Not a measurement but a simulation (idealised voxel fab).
Presented below is a process module, voxel ribs on slabs.
Xsec cut, 190 nm wide, square cell size 5 nm.
Cross-sections here: square-cell grids, written as top-down lists of bands, a band being one or more rows of cells.
Quick guide to a band line: top height, bottom height (nm) up front; then every material left to right with its width in nm. Only one material and it's marked "edge to edge"? Then it fills the band edge to edge. And "empty" just means empty space.
Measure heights from 0. That's the level where, below it, the as-received wafer is all one material. The lowest band is bottomless and extends downward; write it as in "0 nm and below".
Graded width ("30->40"): value in top row of band = first number; value in bottom row = second number; row-to-row change constant.
Basically "no alterations made" means that step didn't change any cell in the cross-section.
Heads up: "Enclosed void listing" only lists the empty pockets with no open path to the top that are 8 cells or more, and it writes them as width x height at distance, distance from the left edge, in nm.
Text after the settings on a step's line: the simulator's own remark on that step.
Each step line may optionally specify "overlay nm", which for a step with a mask gives the rightward distance between the mask's planned place and where it lay, a negative value indicating the leftward direction.

## Here's what the planned process steps look like
| 1 | op RECEIVE | material Si |
| 2 | op DIRECTIONAL_DEP | material SiO2 | thk nm 25 |
| 3 | op DIRECTIONAL_DEP | material polySi | thk nm 25 |
| 4 | op DIRECTIONAL_DEP | material aC | thk nm 15 |
| 5 | op PATTERN | tone cover | mask id RIB | material resist | width nm 30 | thk nm 35 | overlay nm 0 |
| 6 | op DIRECTIONAL_ETCH | etch materials aC | depth nm 15 |
| 7 | op STRIP | etch materials resist |
| 8 | op DIRECTIONAL_ETCH | etch materials polySi | depth nm 10 |
| 9 | op STRIP | etch materials aC |
| 10 | op MASKED_ETCH | tone cover | mask id SLAB | width nm 90 | etch materials polySi | depth nm 15 | overlay nm 0 |
| 11 | op FILL_DEP | material SiO2 | thk nm 20 |
| 12 | op CMP | height nm 65 |
| 13 | op DIRECTIONAL_DEP | material W | thk nm 5 |
| 14 | op PATTERN | tone cover | mask id HEATER | material resist | width nm 40 | thk nm 15 | overlay nm 0 |
| 15 | op DIRECTIONAL_ETCH | etch materials W | depth nm 5 |
| 16 | op STRIP | etch materials resist |
| 17 | op CONFORMAL_DEP | material SiO2 | thk nm 5 |

## Wafer, first of two, run as planned

## Incoming wafer, cross-sectional view, post step 1
- 0 nm and below  Si edge to edge
- Enclosed void listing: none

## Cross-section of the wafer subsequent to step 2
- 25 nm to 0 nm  SiO2 edge to edge
- Below 0 it's all the same as before, nothing changed down there.

## Cross-section of the wafer subsequent to step 3
- 50 nm to 25 nm  polySi edge to edge
- Below 25 it's all the same as before, nothing changed down there.

## Cross-section of the wafer subsequent to step 4
- 65 nm to 50 nm  aC edge to edge
- Below 50 it's all the same as before, nothing changed down there.

## Cross-section of the wafer subsequent to step 5
- 100 nm to 65 nm  empty (80) | resist (30) | empty (80)
- Below 65 it's all the same as before, nothing changed down there.

## Cross-section of the wafer subsequent to step 6
- 85 nm to 65 nm  empty (80) | resist (30) | empty (80)
- 65 nm to 50 nm  empty (80) | aC (30) | empty (80)
- Below 50 it's all the same as before, nothing changed down there.

## Cross-section of the wafer subsequent to step 7
- 65 nm to 50 nm  empty (80) | aC (30) | empty (80)
- Below 50 it's all the same as before, nothing changed down there.

## Cross-section of the wafer subsequent to step 8
- 65 nm to 50 nm  empty (80) | aC (30) | empty (80)
- 50 nm to 40 nm  empty (80) | polySi (30) | empty (80)
- Below 40 it's all the same as before, nothing changed down there.

## Cross-section of the wafer subsequent to step 9
- 50 nm to 40 nm  empty (80) | polySi (30) | empty (80)
- Below 40 it's all the same as before, nothing changed down there.

## Cross-section of the wafer subsequent to step 10
- 50 nm to 40 nm  empty (80) | polySi (30) | empty (80)
- 40 nm to 25 nm  empty (50) | polySi (90) | empty (50)
- Below 25 it's all the same as before, nothing changed down there.

## Cross-section of the wafer subsequent to step 11
- 70 nm to 50 nm  SiO2 edge to edge
- 50 nm to 40 nm  SiO2 (80) | polySi (30) | SiO2 (80)
- 40 nm to 25 nm  SiO2 (50) | polySi (90) | SiO2 (50)
- Below 25 it's all the same as before, nothing changed down there.

## Cross-section of the wafer subsequent to step 12
- 65 nm to 50 nm  SiO2 edge to edge
- Below 50 it's all the same as before, nothing changed down there.

## Cross-section of the wafer subsequent to step 13
- 70 nm to 65 nm  W edge to edge
- Below 65 it's all the same as before, nothing changed down there.

## Cross-section of the wafer subsequent to step 14
- 85 nm to 70 nm  empty (75) | resist (40) | empty (75)
- Below 70 it's all the same as before, nothing changed down there.

## Cross-section of the wafer subsequent to step 15
- 85 nm to 70 nm  empty (75) | resist (40) | empty (75)
- 70 nm to 65 nm  empty (75) | W (40) | empty (75)
- Below 65 it's all the same as before, nothing changed down there.

## Cross-section of the wafer subsequent to step 16
- 70 nm to 65 nm  empty (75) | W (40) | empty (75)
- Below 65 it's all the same as before, nothing changed down there.

## Cross-section of the wafer subsequent to step 17
- 75 nm to 70 nm  empty (70) | SiO2 (50) | empty (70)
- 70 nm to 65 nm  SiO2 (75) | W (40) | SiO2 (75)
- Below 65 it's all the same as before, nothing changed down there.

## Wafer two. Same start, same plan, one slip in execution. Same as wafer one through step 16, inclusive

Cross-section, second wafer, at the end time the plan gives for step 17: no alterations made
In executing the process, a mistake was made relative to the plan: step 17 was left out
End check, counted in cells, second wafer has more or fewer of these materials than the first: SiO2: 40 fewer
